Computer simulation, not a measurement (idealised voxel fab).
process module | voxel capacitor over wiring
cross-section cut | 205 nm wide | cells 5 nm
A cross-section is a grid of square cells, given in bands from the top down. A band is one or more rows of cells.
Each band's line starts with the height of the band's top and of its bottom, in nm. Then come its materials from left to right, each with its width in nm. One material with "throughout" fills the band from edge to edge. "air" is empty space.
Height 0 is the level under which the wafer as received is all one material. The lowest band goes on downwards, as in "0 down".
A width such as "30 to 40" changes by the same amount from each row of cells to the next, from the band's top row to its bottom row.
"no change" after a step means that no cell of the cross-section changed.
closed voids: empty space of 8 cells or more with no open way to the top, each as width x height at its distance from the left edge, in nm
after a step's settings: what the simulator itself notes on the step
overlay nm, on a step with a mask: how far to the right of its planned place the mask lay; to the left if negative
plan
1 op RECEIVE | material Si
2 op CONFORMAL_DEP | material SiO2 | thk nm 10
3 op CONFORMAL_DEP | material SiN | thk nm 5
4 op DIRECTIONAL_DEP | material lowk | thk nm 20
5 op DIRECTIONAL_DEP | material aC | thk nm 10
6 op PATTERN | tone open | mask id METAL_1 | material resist | width nm 20 | pitch nm 70 | thk nm 25 | overlay nm 0
7 op DIRECTIONAL_ETCH | etch materials aC | depth nm 10
8 op STRIP | etch materials resist
9 op DIRECTIONAL_ETCH | etch materials lowk | depth nm 20
10 op DIRECTIONAL_ETCH | etch materials SiN | depth nm 5
11 op STRIP | etch materials aC
12 op CONFORMAL_DEP | material TiN | thk nm 5
13 op FILL_DEP | material Cu | thk nm 10
14 op CMP | height nm 35
15 op CONFORMAL_DEP | material SiCN | thk nm 5
16 op DIRECTIONAL_DEP | material SiO2 | thk nm 15
17 op DIRECTIONAL_DEP | material aC | thk nm 15
18 op PATTERN | tone open | mask id PLUG_1 | material resist | width nm 15 | thk nm 30 | overlay nm 0
19 op DIRECTIONAL_ETCH | etch materials aC | depth nm 15
20 op STRIP | etch materials resist
21 op DIRECTIONAL_ETCH | etch materials SiO2 | depth nm 15
22 op DIRECTIONAL_ETCH | etch materials SiCN | depth nm 5
23 op STRIP | etch materials aC
24 op EPI | material Ru | thk nm 10
25 op EPI | material Ru | thk nm 10
26 op DIRECTIONAL_DEP | material TiN | thk nm 10
27 op DIRECTIONAL_DEP | material SiN | thk nm 5
28 op DIRECTIONAL_DEP | material TiN | thk nm 10
29 op DIRECTIONAL_DEP | material aC | thk nm 15
30 op PATTERN | tone cover | mask id UPPER_PLATE | material resist | width nm 55 | thk nm 35 | overlay nm 0
31 op DIRECTIONAL_ETCH | etch materials aC | depth nm 15
32 op STRIP | etch materials resist
33 op DIRECTIONAL_ETCH | etch materials TiN | depth nm 10
34 op DIRECTIONAL_ETCH | etch materials SiN | depth nm 5
35 op STRIP | etch materials aC
36 op MASKED_ETCH | tone cover | mask id LOWER_PLATE | width nm 65 | etch materials TiN | depth nm 10 | overlay nm 0
37 op FILL_DEP | material SiO2 | thk nm 20
38 op CMP | height nm 95
39 op MASKED_ETCH | tone open | mask id PLUG_2 | width nm 15 | etch materials SiO2 | depth nm 15 | overlay nm 0
40 op CONFORMAL_DEP | material TiN | thk nm 5
41 op FILL_DEP | material Cu | thk nm 5
42 op CMP | height nm 95
43 op CONFORMAL_DEP | material SiCN | thk nm 5
first wafer, as planned
as received, after step 1
  0 down: Si throughout
  closed voids: none
after step 2
  10 to 0: SiO2 throughout
  below 0: unchanged
after step 3
  15 to 10: SiN throughout
  below 10: unchanged
after step 4
  35 to 15: lowk throughout
  below 15: unchanged
after step 5
  45 to 35: aC throughout
  below 35: unchanged
after step 6
  70 to 45: resist 55 | air 20 | resist 50 | air 20 | resist 60
  below 45: unchanged
after step 7
  60 to 45: resist 55 | air 20 | resist 50 | air 20 | resist 60
  45 to 35: aC 55 | air 20 | aC 50 | air 20 | aC 60
  below 35: unchanged
after step 8
  45 to 35: aC 55 | air 20 | aC 50 | air 20 | aC 60
  below 35: unchanged
after step 9
  45 to 35: aC 55 | air 20 | aC 50 | air 20 | aC 60
  35 to 15: lowk 55 | air 20 | lowk 50 | air 20 | lowk 60
  below 15: unchanged
after step 10
  45 to 35: aC 55 | air 20 | aC 50 | air 20 | aC 60
  35 to 15: lowk 55 | air 20 | lowk 50 | air 20 | lowk 60
  15 to 10: SiN 55 | air 20 | SiN 50 | air 20 | SiN 60
  below 10: unchanged
after step 11
  35 to 15: lowk 55 | air 20 | lowk 50 | air 20 | lowk 60
  below 15: unchanged
after step 12
  40 to 35: TiN 60 | air 10 | TiN 60 | air 10 | TiN 65
  35 to 15: lowk 55 | TiN 5 | air 10 | TiN 5 | lowk 50 | TiN 5 | air 10 | TiN 5 | lowk 60
  15 to 10: SiN 55 | TiN 20 | SiN 50 | TiN 20 | SiN 60
  below 10: unchanged
after step 13
  50 to 40: Cu throughout
  40 to 35: TiN 60 | Cu 10 | TiN 60 | Cu 10 | TiN 65
  35 to 15: lowk 55 | TiN 5 | Cu 10 | TiN 5 | lowk 50 | TiN 5 | Cu 10 | TiN 5 | lowk 60
  below 15: unchanged
after step 14
  35 to 15: lowk 55 | TiN 5 | Cu 10 | TiN 5 | lowk 50 | TiN 5 | Cu 10 | TiN 5 | lowk 60
  below 15: unchanged
after step 15
  40 to 35: SiCN throughout
  below 35: unchanged
after step 16
  55 to 40: SiO2 throughout
  below 40: unchanged
after step 17
  70 to 55: aC throughout
  below 55: unchanged
after step 18
  100 to 70: resist 60 | air 15 | resist 130
  below 70: unchanged
after step 19
  85 to 70: resist 60 | air 15 | resist 130
  70 to 55: aC 60 | air 15 | aC 130
  below 55: unchanged
after step 20
  70 to 55: aC 60 | air 15 | aC 130
  below 55: unchanged
after step 21
  70 to 55: aC 60 | air 15 | aC 130
  55 to 40: SiO2 60 | air 15 | SiO2 130
  below 40: unchanged
after step 22
  70 to 55: aC 60 | air 15 | aC 130
  55 to 40: SiO2 60 | air 15 | SiO2 130
  40 to 35: SiCN 60 | air 15 | SiCN 130
  below 35: unchanged
after step 23
  55 to 40: SiO2 60 | air 15 | SiO2 130
  below 40: unchanged
after step 24
  55 to 45: SiO2 60 | air 15 | SiO2 130
  45 to 40: SiO2 60 | Ru 15 | SiO2 130
  40 to 35: SiCN 60 | Ru 15 | SiCN 130
  below 35: unchanged
after step 25
  55 to 40: SiO2 60 | Ru 15 | SiO2 130
  below 40: unchanged
after step 26
  65 to 55: TiN throughout
  below 55: unchanged
after step 27
  70 to 65: SiN throughout
  below 65: unchanged
after step 28
  80 to 70: TiN throughout
  below 70: unchanged
after step 29
  95 to 80: aC throughout
  below 80: unchanged
after step 30
  130 to 95: air 60 | resist 55 | air 90
  below 95: unchanged
after step 31
  115 to 95: air 60 | resist 55 | air 90
  95 to 80: air 60 | aC 55 | air 90
  below 80: unchanged
after step 32
  95 to 80: air 60 | aC 55 | air 90
  below 80: unchanged
after step 33
  95 to 80: air 60 | aC 55 | air 90
  80 to 70: air 60 | TiN 55 | air 90
  below 70: unchanged
after step 34
  95 to 80: air 60 | aC 55 | air 90
  80 to 70: air 60 | TiN 55 | air 90
  70 to 65: air 60 | SiN 55 | air 90
  below 65: unchanged
after step 35
  80 to 70: air 60 | TiN 55 | air 90
  below 70: unchanged
after step 36
  80 to 70: air 60 | TiN 55 | air 90
  70 to 65: air 60 | SiN 55 | air 90
  65 to 55: air 55 | TiN 65 | air 85
  below 55: unchanged
after step 37
  100 to 80: SiO2 throughout
  80 to 70: SiO2 60 | TiN 55 | SiO2 90
  70 to 65: SiO2 60 | SiN 55 | SiO2 90
  65 to 55: SiO2 55 | TiN 65 | SiO2 85
  below 55: unchanged
after step 38
  95 to 80: SiO2 throughout
  below 80: unchanged
after step 39
  95 to 80: SiO2 70 | air 15 | SiO2 120
  below 80: unchanged
after step 40
  100 to 95: TiN 75 | air 5 | TiN 125
  95 to 85: SiO2 70 | TiN 5 | air 5 | TiN 5 | SiO2 120
  85 to 80: SiO2 70 | TiN 15 | SiO2 120
  below 80: unchanged
after step 41
  105 to 100: Cu throughout
  100 to 95: TiN 75 | Cu 5 | TiN 125
  95 to 85: SiO2 70 | TiN 5 | Cu 5 | TiN 5 | SiO2 120
  below 85: unchanged
after step 42
  95 to 85: SiO2 70 | TiN 5 | Cu 5 | TiN 5 | SiO2 120
  below 85: unchanged
after step 43
  100 to 95: SiCN throughout
  below 95: unchanged
second wafer: like start, like plan, one mistake. Through step 2 it matches the first wafer
when step 3 should have ended
  30 to 10: lowk throughout
  below 10: unchanged
when step 4 should have ended
  35 to 30: SiN throughout
  below 30: unchanged
when step 5 should have ended
  45 to 35: aC throughout
  below 35: unchanged
when step 6 should have ended
  70 to 45: resist 55 | air 20 | resist 50 | air 20 | resist 60
  below 45: unchanged
when step 7 should have ended
  60 to 45: resist 55 | air 20 | resist 50 | air 20 | resist 60
  45 to 35: aC 55 | air 20 | aC 50 | air 20 | aC 60
  below 35: unchanged
when step 8 should have ended
  45 to 35: aC 55 | air 20 | aC 50 | air 20 | aC 60
  below 35: unchanged
when step 9 should have ended: no change
when step 10 should have ended
  45 to 35: aC 55 | air 20 | aC 50 | air 20 | aC 60
  35 to 30: SiN 55 | air 20 | SiN 50 | air 20 | SiN 60
  below 30: unchanged
when step 11 should have ended
  35 to 30: SiN 55 | air 20 | SiN 50 | air 20 | SiN 60
  below 30: unchanged
when step 12 should have ended
  40 to 35: TiN 60 | air 10 | TiN 60 | air 10 | TiN 65
  35 to 30: SiN 55 | TiN 20 | SiN 50 | TiN 20 | SiN 60
  below 30: unchanged
when step 13 should have ended
  50 to 40: Cu throughout
  40 to 35: TiN 60 | Cu 10 | TiN 60 | Cu 10 | TiN 65
  below 35: unchanged
when step 14 should have ended
  35 to 30: SiN 55 | TiN 20 | SiN 50 | TiN 20 | SiN 60
  below 30: unchanged
when step 15 should have ended
  40 to 35: SiCN throughout
  below 35: unchanged
when step 16 should have ended
  55 to 40: SiO2 throughout
  below 40: unchanged
when step 17 should have ended
  70 to 55: aC throughout
  below 55: unchanged
when step 18 should have ended
  100 to 70: resist 60 | air 15 | resist 130
  below 70: unchanged
when step 19 should have ended
  85 to 70: resist 60 | air 15 | resist 130
  70 to 55: aC 60 | air 15 | aC 130
  below 55: unchanged
when step 20 should have ended
  70 to 55: aC 60 | air 15 | aC 130
  below 55: unchanged
when step 21 should have ended
  70 to 55: aC 60 | air 15 | aC 130
  55 to 40: SiO2 60 | air 15 | SiO2 130
  below 40: unchanged
when step 22 should have ended
  70 to 55: aC 60 | air 15 | aC 130
  55 to 40: SiO2 60 | air 15 | SiO2 130
  40 to 35: SiCN 60 | air 15 | SiCN 130
  below 35: unchanged
when step 23 should have ended
  55 to 40: SiO2 60 | air 15 | SiO2 130
  below 40: unchanged
when step 24 should have ended
  55 to 45: SiO2 60 | air 15 | SiO2 130
  45 to 40: SiO2 60 | Ru 15 | SiO2 130
  40 to 35: SiCN 60 | Ru 15 | SiCN 130
  below 35: unchanged
when step 25 should have ended
  55 to 40: SiO2 60 | Ru 15 | SiO2 130
  below 40: unchanged
when step 26 should have ended
  65 to 55: TiN throughout
  below 55: unchanged
when step 27 should have ended
  70 to 65: SiN throughout
  below 65: unchanged
when step 28 should have ended
  80 to 70: TiN throughout
  below 70: unchanged
when step 29 should have ended
  95 to 80: aC throughout
  below 80: unchanged
when step 30 should have ended
  130 to 95: air 60 | resist 55 | air 90
  below 95: unchanged
when step 31 should have ended
  115 to 95: air 60 | resist 55 | air 90
  95 to 80: air 60 | aC 55 | air 90
  below 80: unchanged
when step 32 should have ended
  95 to 80: air 60 | aC 55 | air 90
  below 80: unchanged
when step 33 should have ended
  95 to 80: air 60 | aC 55 | air 90
  80 to 70: air 60 | TiN 55 | air 90
  below 70: unchanged
when step 34 should have ended
  95 to 80: air 60 | aC 55 | air 90
  80 to 70: air 60 | TiN 55 | air 90
  70 to 65: air 60 | SiN 55 | air 90
  below 65: unchanged
when step 35 should have ended
  80 to 70: air 60 | TiN 55 | air 90
  below 70: unchanged
when step 36 should have ended
  80 to 70: air 60 | TiN 55 | air 90
  70 to 65: air 60 | SiN 55 | air 90
  65 to 55: air 55 | TiN 65 | air 85
  below 55: unchanged
when step 37 should have ended
  100 to 80: SiO2 throughout
  80 to 70: SiO2 60 | TiN 55 | SiO2 90
  70 to 65: SiO2 60 | SiN 55 | SiO2 90
  65 to 55: SiO2 55 | TiN 65 | SiO2 85
  below 55: unchanged
when step 38 should have ended
  95 to 80: SiO2 throughout
  below 80: unchanged
when step 39 should have ended
  95 to 80: SiO2 70 | air 15 | SiO2 120
  below 80: unchanged
when step 40 should have ended
  100 to 95: TiN 75 | air 5 | TiN 125
  95 to 85: SiO2 70 | TiN 5 | air 5 | TiN 5 | SiO2 120
  85 to 80: SiO2 70 | TiN 15 | SiO2 120
  below 80: unchanged
when step 41 should have ended
  105 to 100: Cu throughout
  100 to 95: TiN 75 | Cu 5 | TiN 125
  95 to 85: SiO2 70 | TiN 5 | Cu 5 | TiN 5 | SiO2 120
  below 85: unchanged
when step 42 should have ended
  95 to 85: SiO2 70 | TiN 5 | Cu 5 | TiN 5 | SiO2 120
  below 85: unchanged
when step 43 should have ended
  100 to 95: SiCN throughout
  below 95: unchanged
what went wrong: steps 3 and 4 were swapped
at the end the second wafer has, in cells: 16 fewer of Cu | 16 fewer of TiN | 32 more of lowk
